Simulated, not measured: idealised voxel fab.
process module | voxel capacitor over wiring
cross-section cut | 270 nm wide | cells 5 nm
A cross-section is a grid of square cells, given in bands from the top down. A band is one or more rows of cells.
Each band's line starts with the height of the band's top and of its bottom, in nm. Then come its materials from left to right, each with its width in nm. One material with "throughout" fills the band from edge to edge. "air" is empty space.
Height 0 is the level under which the wafer as received is all one material. The lowest band goes on downwards, as in "0 down".
A width such as "30 to 40" changes by the same amount from each row of cells to the next, from the band's top row to its bottom row.
"no change" after a step means that no cell of the cross-section changed.
closed voids: empty space of 8 cells or more with no open way to the top, each as width x height at its distance from the left edge, in nm
after a step's settings: what the simulator itself notes on the step
overlay nm, on a step with a mask: how far to the right of its planned place the mask lay; to the left if negative
plan
1 op RECEIVE | material Si
2 op CONFORMAL_DEP | material SiO2 | thk nm 15
3 op DIRECTIONAL_DEP | material TiN | thk nm 5
4 op DIRECTIONAL_DEP | material Ru | thk nm 25
5 op DIRECTIONAL_DEP | material aC | thk nm 15
6 op PATTERN | tone cover | mask id METAL_1 | material resist | width nm 20 | pitch nm 85 | thk nm 35 | overlay nm 0
7 op DIRECTIONAL_ETCH | etch materials aC | depth nm 15
8 op STRIP | etch materials resist
9 op DIRECTIONAL_ETCH | etch materials Ru | depth nm 25
10 op DIRECTIONAL_ETCH | etch materials TiN | depth nm 5
11 op STRIP | etch materials aC
12 op CONFORMAL_DEP | material SiCN | thk nm 5
13 op FILL_DEP | material lowk | thk nm 5
14 op CMP | height nm 45
15 op CONFORMAL_DEP | material SiCN | thk nm 5
16 op DIRECTIONAL_DEP | material SiO2 | thk nm 15
17 op DIRECTIONAL_DEP | material aC | thk nm 10
18 op PATTERN | tone open | mask id PLUG_1 | material resist | width nm 15 | thk nm 25 | overlay nm 0
19 op DIRECTIONAL_ETCH | etch materials aC | depth nm 10
20 op STRIP | etch materials resist
21 op DIRECTIONAL_ETCH | etch materials SiO2 | depth nm 15
22 op DIRECTIONAL_ETCH | etch materials SiCN | depth nm 5
23 op STRIP | etch materials aC
24 op CONFORMAL_DEP | material TiN | thk nm 5
25 op FILL_DEP | material Ru | thk nm 10
26 op CMP | height nm 65
27 op DIRECTIONAL_DEP | material TiN | thk nm 5
28 op DIRECTIONAL_DEP | material SiN | thk nm 5
29 op DIRECTIONAL_DEP | material TiN | thk nm 5
30 op MASKED_ETCH | tone cover | mask id UPPER_PLATE | width nm 70 | etch materials TiN | depth nm 5 | overlay nm 0
31 op MASKED_ETCH | tone cover | mask id UPPER_PLATE | width nm 70 | etch materials SiN | depth nm 5 | overlay nm 0
32 op PATTERN | tone cover | mask id LOWER_PLATE | material resist | width nm 80 | thk nm 15 | overlay nm 0
33 op DIRECTIONAL_ETCH | etch materials TiN | depth nm 5
34 op STRIP | etch materials resist
35 op FILL_DEP | material SiO2 | thk nm 20
36 op CMP | height nm 95
37 op MASKED_ETCH | tone open | mask id PLUG_2 | width nm 15 | etch materials SiO2 | depth nm 15 | overlay nm 0
38 op CONFORMAL_DEP | material TiN | thk nm 5
39 op FILL_DEP | material Ru | thk nm 5
40 op CMP | height nm 85
41 op CONFORMAL_DEP | material SiN | thk nm 5
varied across the wafers: height nm of step 40. The plan shows the first wafer's value. All wafers start alike
first wafer as received, after step 1
  0 down: Si throughout
  closed voids: none
each wafer at the end: cells of each material gained (+) or lost (-) since it was received, then its closed voids
height nm 85 | +43 Ru | +117 SiCN | +68 SiN | +484 SiO2 | +50 TiN | +210 lowk | closed voids: none
height nm 90 | +44 Ru | +117 SiCN | +68 SiN | +535 SiO2 | +52 TiN | +210 lowk | closed voids: none
height nm 95 | +45 Ru | +117 SiCN | +68 SiN | +586 SiO2 | +54 TiN | +210 lowk | closed voids: none
height nm 100 | +46 Ru | +117 SiCN | +68 SiN | +586 SiO2 | +107 TiN | +210 lowk | closed voids: none
height nm 105 | +100 Ru | +117 SiCN | +68 SiN | +586 SiO2 | +107 TiN | +210 lowk | closed voids: none
